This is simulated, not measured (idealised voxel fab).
Module name: voxel self aligned vias (process module)
FYI the section here is cut, 225 nm wide, cells are 5 nm squares.
How to read a cross-section here: the picture is a grid of square cells, written as bands going from the top down, and any band can span one or more rows of cells.
Heads up on the band format: heights come first, top then bottom, in nm. After that it's the materials left to right, each with its width in nm. A single material flagged "full width" fills the whole band edge to edge, and "empty" means there's empty space there.
Height reference: 0 = level under which incoming wafer is all one material. Lowest band: no bottom, runs on downward, e.g. "0 and below".
A two-number width, for instance "30 to 40", indicates that the width is equal to the first number in the top row of the band and to the second number in the bottom row, and that it changes by a constant amount per row of cells.
Where a step carries "no change occurred", the cross-section came out of it unchanged, cell for cell.
"Voids, sealed" - sealed voids, min. 8 cells, no opening to top; format: width x height at distance (distance from left edge; nm throughout).
Formally, on a step line, whatever follows the settings is a remark that the simulator itself makes on the step.
overlay nm: on a step with a mask, how far right of its planned place the mask lay; negative means left.

## plan
1,RECEIVE with material Si
2,CONFORMAL_DEP with material SiO2, thk nm 15
3,CONFORMAL_DEP with material SiCN, thk nm 5
4,DIRECTIONAL_DEP with material lowk, thk nm 20
5,PATTERN with tone open, mask id LINES, material resist, width nm 20, pitch nm 65, thk nm 15, overlay nm 0
6,DIRECTIONAL_ETCH with etch materials lowk, depth nm 20
7,STRIP with etch materials resist
8,CONFORMAL_DEP with material TiN, thk nm 5
9,FILL_DEP with material Ru, thk nm 5
10,CMP with height nm 40
11,SELECTIVE_ETCH with etch materials W Ru TiN, depth nm 5
12,FILL_DEP with material SiN, thk nm 10
13,CMP with height nm 40
14,DIRECTIONAL_DEP with material lowk, thk nm 15
15,DIRECTIONAL_DEP with material aC, thk nm 15
16,PATTERN with tone open, mask id VIAS, material resist, width nm 40, pitch nm 65, thk nm 35, overlay nm 0
17,DIRECTIONAL_ETCH with etch materials aC, depth nm 15
18,STRIP with etch materials resist
19,DIRECTIONAL_ETCH with etch materials lowk, depth nm 15
20,DIRECTIONAL_ETCH with etch materials SiN, depth nm 5
21,STRIP with etch materials aC
22,CONFORMAL_DEP with material TiN, thk nm 5
23,FILL_DEP with material W, thk nm 5
24,CMP with height nm 55
25,CONFORMAL_DEP with material SiCN, thk nm 5

## Wafer cross-section on receipt, i.e. after step 1
- 0 and below: Si full width
- Voids, sealed: none

## First of two wafers at the end of the module, shown in cross-section; run carried out as planned
- 60 down to 55: SiCN full width
- 55 down to 45: 25 lowk, then 5 TiN, then 30 W, then 5 TiN, then 25 lowk, then 5 TiN, then 30 W, then 5 TiN, then 25 lowk, then 5 TiN, then 30 W, then 5 TiN, then 30 lowk
- 45 down to 40: 25 lowk, then 15 TiN, then 10 W, then 15 TiN, then 25 lowk, then 15 TiN, then 10 W, then 15 TiN, then 25 lowk, then 15 TiN, then 10 W, then 15 TiN, then 30 lowk
- 40 down to 35: 35 lowk, then 20 TiN, then 45 lowk, then 20 TiN, then 45 lowk, then 20 TiN, then 40 lowk
- 35 down to 25: 35 lowk, then 5 TiN, then 10 Ru, then 5 TiN, then 45 lowk, then 5 TiN, then 10 Ru, then 5 TiN, then 45 lowk, then 5 TiN, then 10 Ru, then 5 TiN, then 40 lowk
- 25 down to 20: 35 lowk, then 20 TiN, then 45 lowk, then 20 TiN, then 45 lowk, then 20 TiN, then 40 lowk
- 20 down to 15: SiCN full width
- 15 down to 0: SiO2 full width
- 0 and below: Si full width
- Voids, sealed: none

## This is the second of the two wafers, cross-sectioned at the end of the module; it started exactly like the first and was given the same plan, but it was run with one mistake
- 60 down to 55: SiCN full width
- 55 down to 45: 25 lowk, then 5 TiN, then 30 W, then 5 TiN, then 25 lowk, then 5 TiN, then 30 W, then 5 TiN, then 25 lowk, then 5 TiN, then 30 W, then 5 TiN, then 30 lowk
- 45 down to 40: 25 SiN, then 40 TiN, then 25 SiN, then 40 TiN, then 25 SiN, then 40 TiN, then 30 SiN
- 40 down to 35: 35 lowk, then 20 SiN, then 45 lowk, then 20 SiN, then 45 lowk, then 20 SiN, then 40 lowk
- 35 down to 25: 35 lowk, then 5 TiN, then 10 Ru, then 5 TiN, then 45 lowk, then 5 TiN, then 10 Ru, then 5 TiN, then 45 lowk, then 5 TiN, then 10 Ru, then 5 TiN, then 40 lowk
- 25 down to 20: 35 lowk, then 20 TiN, then 45 lowk, then 20 TiN, then 45 lowk, then 20 TiN, then 40 lowk
- 20 down to 15: SiCN full width
- 15 down to 0: SiO2 full width
- 0 and below: Si full width
- Voids, sealed: none
Misprocessing identified: step 13 was run on a setting that differed from the plan, and what really ran there is CMP with height nm 45
Final difference in cells, second wafer against first, listed per material as more or fewer: +33 SiN, -6 TiN, -6 W, -21 lowk
